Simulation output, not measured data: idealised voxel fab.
You're looking at the process module voxel ribs on slabs.
Shown is cross-section cut, with a width of 285 nm and square cells of size 5 nm.
Just so we're on the same page, the cross-sections are grids of square cells, and they're listed out in bands top to bottom, each band one or more rows deep. What a band's entry tells you: where the top is and where the bottom is, as heights in nm, and after that what lies inside, material by material from left to right, each with its width in nm. Empty space is written as the word "blank", and a single material marked with the word "throughout" occupies the band from edge to edge. Height is counted from the level 0, under which the received wafer is composed throughout of one material. The lowest of the bands is not closed at the bottom but continues downward, in the notation "0 -> down". Per-row width for "30 to 40": begins at first number (top row of band), ends at second number (bottom row), increment between rows held constant. "nothing got changed" (step): cross-section cells unchanged, all of them. Basically, "Closed void list" tells you about the enclosed voids: empty spaces with no open way to the top, 8 cells or bigger, each written width x height at distance, where distance is from the left edge, all in nm. Heads up: the bit after the settings on a step's line is the simulator's remark on that step. overlay nm: for a step with a mask, the amount by which the mask lay right of where it was planned; a negative amount means left of it.
## Below is the list of planned process steps
1. RECEIVE | material Si
2. DIRECTIONAL_DEP | material SiO2 | thk nm 30
3. DIRECTIONAL_DEP | material polySi | thk nm 20
4. PATTERN | tone cover | mask id RIB | material resist | width nm 25 | thk nm 20 | overlay nm 0
5. DIRECTIONAL_ETCH | etch materials polySi | depth nm 5
6. STRIP | etch materials resist
7. DIRECTIONAL_DEP | material aC | thk nm 10
8. PATTERN | tone cover | mask id SLAB | material resist | width nm 75 | thk nm 30 | overlay nm 0
9. DIRECTIONAL_ETCH | etch materials aC | depth nm 10
10. STRIP | etch materials resist
11. DIRECTIONAL_ETCH | etch materials polySi | depth nm 15
12. STRIP | etch materials aC
13. FILL_DEP | material SiO2 | thk nm 25
14. CMP | height nm 65
15. DIRECTIONAL_DEP | material W | thk nm 10
16. MASKED_ETCH | tone cover | mask id HEATER | width nm 35 | etch materials W | depth nm 10 | overlay nm 0
17. CONFORMAL_DEP | material SiO2 | thk nm 5
## The first of the two wafers, which ran as planned
## Cross-section of the wafer at receipt, which is the condition after step 1
- 0 -> down = Si throughout
- Closed void list: none
## So this is the wafer cross-section right after step 2
- 30 -> 0 = SiO2 throughout
- Rest of section, below 0: as before.
## So this is the wafer cross-section right after step 3
- 50 -> 30 = polySi throughout
- Rest of section, below 30: as before.
## So this is the wafer cross-section right after step 4
- 70 -> 50 = blank 130, then resist 25, then blank 130
- Rest of section, below 50: as before.
## So this is the wafer cross-section right after step 5
- 70 -> 50 = blank 130, then resist 25, then blank 130
- 50 -> 45 = blank 130, then polySi 25, then blank 130
- Rest of section, below 45: as before.
## So this is the wafer cross-section right after step 6
- 50 -> 45 = blank 130, then polySi 25, then blank 130
- Rest of section, below 45: as before.
## So this is the wafer cross-section right after step 7
- 60 -> 55 = blank 130, then aC 25, then blank 130
- 55 -> 50 = aC throughout
- 50 -> 45 = aC 130, then polySi 25, then aC 130
- Rest of section, below 45: as before.
## So this is the wafer cross-section right after step 8
- 90 -> 60 = blank 105, then resist 75, then blank 105
- 60 -> 55 = blank 105, then resist 25, then aC 25, then resist 25, then blank 105
- Rest of section, below 55: as before.
## So this is the wafer cross-section right after step 9
- 80 -> 60 = blank 105, then resist 75, then blank 105
- 60 -> 55 = blank 105, then resist 25, then aC 25, then resist 25, then blank 105
- 55 -> 50 = blank 105, then aC 75, then blank 105
- 50 -> 45 = blank 105, then aC 25, then polySi 25, then aC 25, then blank 105
- Rest of section, below 45: as before.
## So this is the wafer cross-section right after step 10
- 60 -> 50 = blank 130 to 105, then aC 25 to 75, then blank 130 to 105
- Rest of section, below 50: as before.
## So this is the wafer cross-section right after step 11
- 60 -> 50 = blank 130 to 105, then aC 25 to 75, then blank 130 to 105
- 50 -> 45 = blank 105, then aC 25, then polySi 25, then aC 25, then blank 105
- 45 -> 30 = blank 105, then polySi 75, then blank 105
- Rest of section, below 30: as before.
## So this is the wafer cross-section right after step 12
- 50 -> 45 = blank 130, then polySi 25, then blank 130
- Rest of section, below 45: as before.
## So this is the wafer cross-section right after step 13
- 75 -> 50 = SiO2 throughout
- 50 -> 45 = SiO2 130, then polySi 25, then SiO2 130
- 45 -> 30 = SiO2 105, then polySi 75, then SiO2 105
- Rest of section, below 30: as before.
## So this is the wafer cross-section right after step 14
- 65 -> 50 = SiO2 throughout
- Rest of section, below 50: as before.
## So this is the wafer cross-section right after step 15
- 75 -> 65 = W throughout
- Rest of section, below 65: as before.
## So this is the wafer cross-section right after step 16
- 75 -> 65 = blank 125, then W 35, then blank 125
- Rest of section, below 65: as before.
## So this is the wafer cross-section right after step 17
- 80 -> 75 = blank 120, then SiO2 45, then blank 120
- 75 -> 70 = blank 120, then SiO2 5, then W 35, then SiO2 5, then blank 120
- 70 -> 65 = SiO2 125, then W 35, then SiO2 125
- Rest of section, below 65: as before.
## Second wafer, same starting state and plan as the first, one mistake in the run, identical through step 7
## The second wafer in cross-section, at the planned close of step 8
- 90 -> 60 = blank 110, then resist 75, then blank 100
- 60 -> 55 = blank 110, then resist 20, then aC 25, then resist 30, then blank 100
- Rest of section, below 55: as before.
## The second wafer in cross-section, at the planned close of step 9
- 80 -> 60 = blank 110, then resist 75, then blank 100
- 60 -> 55 = blank 110, then resist 20, then aC 25, then resist 30, then blank 100
- 55 -> 50 = blank 110, then aC 75, then blank 100
- 50 -> 45 = blank 110, then aC 20, then polySi 25, then aC 30, then blank 100
- Rest of section, below 45: as before.
## The second wafer in cross-section, at the planned close of step 10
- 60 -> 50 = blank 130 to 110, then aC 25 to 75, then blank 130 to 100
- Rest of section, below 50: as before.
## The second wafer in cross-section, at the planned close of step 11
- 60 -> 50 = blank 130 to 110, then aC 25 to 75, then blank 130 to 100
- 50 -> 45 = blank 110, then aC 20, then polySi 25, then aC 30, then blank 100
- 45 -> 30 = blank 110, then polySi 75, then blank 100
- Rest of section, below 30: as before.
## The second wafer in cross-section, at the planned close of step 12
- 50 -> 45 = blank 130, then polySi 25, then blank 130
- Rest of section, below 45: as before.
## The second wafer in cross-section, at the planned close of step 13
- 75 -> 50 = SiO2 throughout
- 50 -> 45 = SiO2 130, then polySi 25, then SiO2 130
- 45 -> 30 = SiO2 110, then polySi 75, then SiO2 100
- Rest of section, below 30: as before.
## The second wafer in cross-section, at the planned close of step 14
- 65 -> 50 = SiO2 throughout
- Rest of section, below 50: as before.
## The second wafer in cross-section, at the planned close of step 15
- 75 -> 65 = W throughout
- Rest of section, below 65: as before.
## The second wafer in cross-section, at the planned close of step 16
- 75 -> 65 = blank 125, then W 35, then blank 125
- Rest of section, below 65: as before.
## The second wafer in cross-section, at the planned close of step 17
- 80 -> 75 = blank 120, then SiO2 45, then blank 120
- 75 -> 70 = blank 120, then SiO2 5, then W 35, then SiO2 5, then blank 120
- 70 -> 65 = SiO2 125, then W 35, then SiO2 125
- Rest of section, below 65: as before.
Short version of what went wrong: step 8 did not happen as planned, as run it was PATTERN | tone cover | mask id SLAB | material resist | width nm 75 | thk nm 30 | overlay nm 5
Cell counts per material: same on both final wafers. Positions: different.
